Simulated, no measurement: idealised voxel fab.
process module | voxel double patterning
cross-section cut | 260 nm wide | cells 5 nm
A cross-section is a grid of square cells, given in bands from the top down. A band is one or more rows of cells.
Each band's line starts with the height of the band's top and of its bottom, in nm. Then come its materials from left to right, each with its width in nm. One material with "throughout" fills the band from edge to edge. "air" is empty space.
Height 0 is the level under which the wafer as received is all one material. The lowest band goes on downwards, as in "0 down".
A width such as "30 to 40" changes by the same amount from each row of cells to the next, from the band's top row to its bottom row.
"no change" after a step means that no cell of the cross-section changed.
closed voids: empty space of 8 cells or more with no open way to the top, each as width x height at its distance from the left edge, in nm
after a step's settings: what the simulator itself notes on the step
overlay nm, on a step with a mask: how far to the right of its planned place the mask lay; to the left if negative
plan
1 op RECEIVE | material Si
2 op CONFORMAL_DEP | material SiO2 | thk nm 5
3 op DIRECTIONAL_DEP | material TiN | thk nm 15
4 op DIRECTIONAL_DEP | material SiCN | thk nm 10
5 op MASKED_ETCH | tone open | mask id FIRST | width nm 15 | pitch nm 50 | etch materials SiCN | depth nm 5 | overlay nm 0
6 op MASKED_ETCH | tone open | mask id SECOND | width nm 15 | pitch nm 50 | etch materials SiCN | depth nm 10 | overlay nm 0
7 op DIRECTIONAL_ETCH | etch materials TiN | depth nm 15
8 op STRIP | etch materials SiCN
varied across the wafers: depth nm of step 5. The plan shows the first wafer's value. All wafers start alike
first wafer as received, after step 1
  0 down: Si throughout
  closed voids: none
each wafer at the end: cells of each material gained (+) or lost (-) since it was received, then its closed voids
depth nm 5 | +52 SiO2 | +138 TiN | closed voids: none
depth nm 10 | +52 SiO2 | +111 TiN | closed voids: none
depth nm 15 | +52 SiO2 | +111 TiN | closed voids: none
depth nm 20 | +52 SiO2 | +111 TiN | closed voids: none
depth nm 25 | +52 SiO2 | +111 TiN | closed voids: none
